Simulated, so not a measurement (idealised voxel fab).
Process module under the name voxel self aligned vias
The cross-section shown here is cut; it is 285 nm wide and divided into square cells measuring 5 nm on a side.
The cross-sections in this document take the form of a grid made of square cells. They are written out as bands, in order from top to bottom. Each band consists of one or more rows of cells.
Each band's line starts with the height of the band's top and of its bottom, in nm. Then come its materials from left to right, each with its width in nm. One material with "edge to edge" fills the band from edge to edge. "empty" is empty space.
The reference from which all heights are counted is 0, the level beneath which the as-received wafer is entirely one material; the lowest band, having no lower bound, proceeds downward and is written after the example "0..down".
Quick explanation for "30..40": the width changes in equal steps down the rows of cells, from the first number in the band's top row to the second number in its bottom row.
Where the words "no modification" appear for a step, the cross-section shows no cell changed by that step; every cell remained as before.
"Closed empty spaces": sealed empty spaces, 8 cells or more, no open way to top, listed width x height at distance, with distance from the left edge and width, height and distance in nm.
What comes after the settings on a step's line is commentary from the simulator itself on that step.
For masked steps, "overlay nm" on the step line gives how far right of plan the mask actually lay; a minus sign means it lay to the left.

[This section lists the process steps that were planned]
1 RECEIVE (material Si)
2 CONFORMAL_DEP (material SiO2; thk nm 15)
3 CONFORMAL_DEP (material SiCN; thk nm 5)
4 DIRECTIONAL_DEP (material lowk; thk nm 25)
5 MASKED_ETCH (tone open; mask id LINES; width nm 30; pitch nm 60; etch materials lowk; depth nm 25; overlay nm 0)
6 CONFORMAL_DEP (material TiN; thk nm 5)
7 FILL_DEP (material W; thk nm 10)
8 CMP (height nm 45)
9 SELECTIVE_ETCH (etch materials W Ru TiN; depth nm 5)
10 FILL_DEP (material SiN; thk nm 5)
11 CMP (height nm 45)
12 DIRECTIONAL_DEP (material lowk; thk nm 20)
13 MASKED_ETCH (tone open; mask id VIAS; width nm 40; pitch nm 60; etch materials lowk; depth nm 20; overlay nm 0)
14 MASKED_ETCH (tone open; mask id VIAS; width nm 40; pitch nm 60; etch materials SiN; depth nm 5; overlay nm 0)
15 CONFORMAL_DEP (material TiN; thk nm 5)
16 FILL_DEP (material Cu; thk nm 5)
17 CMP (height nm 65)
18 CONFORMAL_DEP (material SiCN; thk nm 5)

[First wafer, two in total, run as planned]

[Cross-section: wafer on arrival = after step 1]
* 0..down | Si edge to edge
* Closed empty spaces: none

[So this is the wafer cross-section right after step 2]
* 15..0 | SiO2 edge to edge
* Everything below 0 is unchanged.

[So this is the wafer cross-section right after step 3]
* 20..15 | SiCN edge to edge
* Everything below 15 is unchanged.

[So this is the wafer cross-section right after step 4]
* 45..20 | lowk edge to edge
* Everything below 20 is unchanged.

[So this is the wafer cross-section right after step 5]
* 45..20 | lowk: 65 | empty: 30 | lowk: 30 | empty: 30 | lowk: 30 | empty: 30 | lowk: 70
* Everything below 20 is unchanged.

[So this is the wafer cross-section right after step 6]
* 50..45 | TiN: 70 | empty: 20 | TiN: 40 | empty: 20 | TiN: 40 | empty: 20 | TiN: 75
* 45..25 | lowk: 65 | TiN: 5 | empty: 20 | TiN: 5 | lowk: 30 | TiN: 5 | empty: 20 | TiN: 5 | lowk: 30 | TiN: 5 | empty: 20 | TiN: 5 | lowk: 70
* 25..20 | lowk: 65 | TiN: 30 | lowk: 30 | TiN: 30 | lowk: 30 | TiN: 30 | lowk: 70
* Everything below 20 is unchanged.

[So this is the wafer cross-section right after step 7]
* 60..50 | W edge to edge
* 50..45 | TiN: 70 | W: 20 | TiN: 40 | W: 20 | TiN: 40 | W: 20 | TiN: 75
* 45..25 | lowk: 65 | TiN: 5 | W: 20 | TiN: 5 | lowk: 30 | TiN: 5 | W: 20 | TiN: 5 | lowk: 30 | TiN: 5 | W: 20 | TiN: 5 | lowk: 70
* Everything below 25 is unchanged.

[So this is the wafer cross-section right after step 8]
* 45..25 | lowk: 65 | TiN: 5 | W: 20 | TiN: 5 | lowk: 30 | TiN: 5 | W: 20 | TiN: 5 | lowk: 30 | TiN: 5 | W: 20 | TiN: 5 | lowk: 70
* Everything below 25 is unchanged.

[So this is the wafer cross-section right after step 9]
* 45..40 | lowk: 65 | empty: 30 | lowk: 30 | empty: 30 | lowk: 30 | empty: 30 | lowk: 70
* Everything below 40 is unchanged.

[So this is the wafer cross-section right after step 10]
* 50..45 | SiN edge to edge
* 45..40 | lowk: 65 | SiN: 30 | lowk: 30 | SiN: 30 | lowk: 30 | SiN: 30 | lowk: 70
* Everything below 40 is unchanged.

[So this is the wafer cross-section right after step 11]
* 45..40 | lowk: 65 | SiN: 30 | lowk: 30 | SiN: 30 | lowk: 30 | SiN: 30 | lowk: 70
* Everything below 40 is unchanged.

[So this is the wafer cross-section right after step 12]
* 65..45 | lowk edge to edge
* Everything below 45 is unchanged.

[So this is the wafer cross-section right after step 13]
* 65..45 | lowk: 60 | empty: 40 | lowk: 20 | empty: 40 | lowk: 20 | empty: 40 | lowk: 65
* Everything below 45 is unchanged.

[So this is the wafer cross-section right after step 14]
* 65..45 | lowk: 60 | empty: 40 | lowk: 20 | empty: 40 | lowk: 20 | empty: 40 | lowk: 65
* 45..40 | lowk: 65 | empty: 30 | lowk: 30 | empty: 30 | lowk: 30 | empty: 30 | lowk: 70
* Everything below 40 is unchanged.

[So this is the wafer cross-section right after step 15]
* 70..65 | TiN: 65 | empty: 30 | TiN: 30 | empty: 30 | TiN: 30 | empty: 30 | TiN: 70
* 65..50 | lowk: 60 | TiN: 5 | empty: 30 | TiN: 5 | lowk: 20 | TiN: 5 | empty: 30 | TiN: 5 | lowk: 20 | TiN: 5 | empty: 30 | TiN: 5 | lowk: 65
* 50..45 | lowk: 60 | TiN: 10 | empty: 20 | TiN: 10 | lowk: 20 | TiN: 10 | empty: 20 | TiN: 10 | lowk: 20 | TiN: 10 | empty: 20 | TiN: 10 | lowk: 65
* 45..40 | lowk: 65 | TiN: 30 | lowk: 30 | TiN: 30 | lowk: 30 | TiN: 30 | lowk: 70
* Everything below 40 is unchanged.

[So this is the wafer cross-section right after step 16]
* 75..70 | Cu edge to edge
* 70..65 | TiN: 65 | Cu: 30 | TiN: 30 | Cu: 30 | TiN: 30 | Cu: 30 | TiN: 70
* 65..50 | lowk: 60 | TiN: 5 | Cu: 30 | TiN: 5 | lowk: 20 | TiN: 5 | Cu: 30 | TiN: 5 | lowk: 20 | TiN: 5 | Cu: 30 | TiN: 5 | lowk: 65
* 50..45 | lowk: 60 | TiN: 10 | Cu: 20 | TiN: 10 | lowk: 20 | TiN: 10 | Cu: 20 | TiN: 10 | lowk: 20 | TiN: 10 | Cu: 20 | TiN: 10 | lowk: 65
* Everything below 45 is unchanged.

[So this is the wafer cross-section right after step 17]
* 65..50 | lowk: 60 | TiN: 5 | Cu: 30 | TiN: 5 | lowk: 20 | TiN: 5 | Cu: 30 | TiN: 5 | lowk: 20 | TiN: 5 | Cu: 30 | TiN: 5 | lowk: 65
* Everything below 50 is unchanged.

[So this is the wafer cross-section right after step 18]
* 70..65 | SiCN edge to edge
* Everything below 65 is unchanged.

[Wafer two. Same start, same plan, one slip in execution. Same as wafer one through step 2, inclusive]

when step 3 should have ended: no modification

[when step 4 should have ended]
* 40..15 | lowk edge to edge
* Everything below 15 is unchanged.

[when step 5 should have ended]
* 40..15 | lowk: 65 | empty: 30 | lowk: 30 | empty: 30 | lowk: 30 | empty: 30 | lowk: 70
* Everything below 15 is unchanged.

[when step 6 should have ended]
* 45..40 | TiN: 70 | empty: 20 | TiN: 40 | empty: 20 | TiN: 40 | empty: 20 | TiN: 75
* 40..20 | lowk: 65 | TiN: 5 | empty: 20 | TiN: 5 | lowk: 30 | TiN: 5 | empty: 20 | TiN: 5 | lowk: 30 | TiN: 5 | empty: 20 | TiN: 5 | lowk: 70
* 20..15 | lowk: 65 | TiN: 30 | lowk: 30 | TiN: 30 | lowk: 30 | TiN: 30 | lowk: 70
* Everything below 15 is unchanged.

[when step 7 should have ended]
* 55..45 | W edge to edge
* 45..40 | TiN: 70 | W: 20 | TiN: 40 | W: 20 | TiN: 40 | W: 20 | TiN: 75
* 40..20 | lowk: 65 | TiN: 5 | W: 20 | TiN: 5 | lowk: 30 | TiN: 5 | W: 20 | TiN: 5 | lowk: 30 | TiN: 5 | W: 20 | TiN: 5 | lowk: 70
* Everything below 20 is unchanged.

[when step 8 should have ended]
* 45..40 | TiN: 70 | W: 20 | TiN: 40 | W: 20 | TiN: 40 | W: 20 | TiN: 75
* Everything below 40 is unchanged.

[when step 9 should have ended]
* 40..20 | lowk: 65 | TiN: 5 | W: 20 | TiN: 5 | lowk: 30 | TiN: 5 | W: 20 | TiN: 5 | lowk: 30 | TiN: 5 | W: 20 | TiN: 5 | lowk: 70
* Everything below 20 is unchanged.

[when step 10 should have ended]
* 45..40 | SiN edge to edge
* Everything below 40 is unchanged.

when step 11 should have ended: no modification

[when step 12 should have ended]
* 65..45 | lowk edge to edge
* Everything below 45 is unchanged.

[when step 13 should have ended]
* 65..45 | lowk: 60 | empty: 40 | lowk: 20 | empty: 40 | lowk: 20 | empty: 40 | lowk: 65
* Everything below 45 is unchanged.

[when step 14 should have ended]
* 65..45 | lowk: 60 | empty: 40 | lowk: 20 | empty: 40 | lowk: 20 | empty: 40 | lowk: 65
* 45..40 | SiN: 60 | empty: 40 | SiN: 20 | empty: 40 | SiN: 20 | empty: 40 | SiN: 65
* Everything below 40 is unchanged.

[when step 15 should have ended]
* 70..65 | TiN: 65 | empty: 30 | TiN: 30 | empty: 30 | TiN: 30 | empty: 30 | TiN: 70
* 65..45 | lowk: 60 | TiN: 5 | empty: 30 | TiN: 5 | lowk: 20 | TiN: 5 | empty: 30 | TiN: 5 | lowk: 20 | TiN: 5 | empty: 30 | TiN: 5 | lowk: 65
* 45..40 | SiN: 60 | TiN: 40 | SiN: 20 | TiN: 40 | SiN: 20 | TiN: 40 | SiN: 65
* Everything below 40 is unchanged.

[when step 16 should have ended]
* 75..70 | Cu edge to edge
* 70..65 | TiN: 65 | Cu: 30 | TiN: 30 | Cu: 30 | TiN: 30 | Cu: 30 | TiN: 70
* 65..45 | lowk: 60 | TiN: 5 | Cu: 30 | TiN: 5 | lowk: 20 | TiN: 5 | Cu: 30 | TiN: 5 | lowk: 20 | TiN: 5 | Cu: 30 | TiN: 5 | lowk: 65
* Everything below 45 is unchanged.

[when step 17 should have ended]
* 65..45 | lowk: 60 | TiN: 5 | Cu: 30 | TiN: 5 | lowk: 20 | TiN: 5 | Cu: 30 | TiN: 5 | lowk: 20 | TiN: 5 | Cu: 30 | TiN: 5 | lowk: 65
* Everything below 45 is unchanged.

[when step 18 should have ended]
* 70..65 | SiCN edge to edge
* Everything below 65 is unchanged.
Deviation noted in wafer processing: step 3 of the plan was excluded from execution and never run
Final tally in cells, some materials are higher or lower on the second wafer than on the first: +6 Cu, -57 SiCN, +33 SiN, +6 TiN, +12 W
